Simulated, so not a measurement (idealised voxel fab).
Process module, titled voxel gate over fins
This is section cut - it's 165 nm across, gridded in 5 nm square cells.
Cross-sections here: square-cell grids, written as top-down lists of bands, a band being one or more rows of cells.
Within each band entry, the heights of the top and of the bottom of the band appear first, in that order and in nm; the materials of the band then follow from left to right, each with its corresponding width in nm. The designation "all across" on a single material indicates that it fills the band from edge to edge; the designation "blank" indicates empty space.
It should be noted that heights are counted from 0, beneath which the wafer as supplied is of one material throughout, and that the lowest band possesses no lower boundary but continues downward, as written in "0 down".
Width spec "30->40" -> top row of cells at first value, bottom row at second value, equal per-row change in between.
Take "remained the same" at face value: in the step it is given for, the cross-section changed in none of its cells.
So "Cavities, sealed" is basically the list of trapped voids: any empty space of 8 cells or more that can't reach the top through an opening. They're written width x height at distance, the distance being from the left edge, and it's all nm.
Heads up: the bit after the settings on a step's line is the simulator's remark on that step.
The optional step-line setting "overlay nm" applies to steps with a mask and quantifies how far to the right of its planned location the mask lay, a negative value indicating leftward placement.

-- Steps planned for the process
1. op RECEIVE | material Si
2. op CONFORMAL_DEP | material SiN | thk nm 5
3. op MASKED_ETCH | tone cover | mask id FINS | width nm 15 | pitch nm 55 | etch materials SiN | depth nm 5 | overlay nm 0
4. op MASKED_ETCH | tone cover | mask id FINS | width nm 15 | pitch nm 55 | etch materials Si | depth nm 40 | overlay nm 0
5. op OXIDIZE | depth nm 5
6. op FILL_DEP | material SiO2 | thk nm 15
7. op CMP | height nm 5
8. op PATTERN | tone open | mask id RAIL | material resist | width nm 15 | thk nm 15 | overlay nm 0
9. op DIRECTIONAL_ETCH | etch materials SiO2 | depth nm 40
10. op STRIP | etch materials resist
11. op CONFORMAL_DEP | material TiN | thk nm 5
12. op FILL_DEP | material W | thk nm 5
13. op CMP | height nm 5
14. op SELECTIVE_ETCH | etch materials W Ru TiN | depth nm 25
15. op FILL_DEP | material SiO2 | thk nm 5
16. op CMP | height nm 5
17. op SELECTIVE_ETCH | etch materials SiO2 | depth nm 15
18. op STRIP | etch materials SiN
19. op CONFORMAL_DEP | material HfO2 | thk nm 5
20. op CONFORMAL_DEP | material TiN | thk nm 5
21. op CONFORMAL_DEP | material TiAl | thk nm 5
22. op CONFORMAL_DEP | material TiN | thk nm 5
23. op FILL_DEP | material W | thk nm 15
24. op CMP | height nm 30
25. op CONFORMAL_DEP | material SiN | thk nm 5

-- As received (post step 1): cross-section
* 0 down: Si all across
* Cavities, sealed: none

-- Wafer at module end, in section. Began as above, planned as above, run with one mistake
* 35 to 30: SiN all across
* 30 to 20: W all across
* 20 to 15: W=30; TiN=45; W=10; TiN=45; W=35
* 15 to 10: W=30; TiN=5; TiAl=35; TiN=5; W=10; TiN=5; TiAl=35; TiN=5; W=35
* 10 to 5: TiN=35; TiAl=5; TiN=25; TiAl=5; TiN=20; TiAl=5; TiN=25; TiAl=5; TiN=40
* 5 to 0: TiAl=40; TiN=5; HfO2=15; TiN=5; TiAl=30; TiN=5; HfO2=15; TiN=5; TiAl=45
* 0 to -5: TiN=45; HfO2=5; Si=5; HfO2=5; TiN=40; HfO2=5; Si=5; HfO2=5; TiN=50
* -5 to -10: HfO2=50; Si=5; HfO2=50; Si=5; HfO2=55
* -10 to -20: SiO2=50; Si=5; SiO2=50; Si=5; SiO2=55
* -20 to -30: SiO2=50; Si=5; SiO2=20; TiN=5; W=5; TiN=5; SiO2=15; Si=5; SiO2=55
* -30 to -35: SiO2=50; Si=5; SiO2=20; TiN=15; SiO2=15; Si=5; SiO2=55
* -35 to -45: SiO2=50; Si=5; SiO2=50; Si=5; SiO2=55
* -45 down: Si all across
* Cavities, sealed: none
So what did we get wrong on this run? step 8 did not happen as planned, as run it was op PATTERN | tone open | mask id RAIL | material resist | width nm 15 | thk nm 15 | overlay nm 5
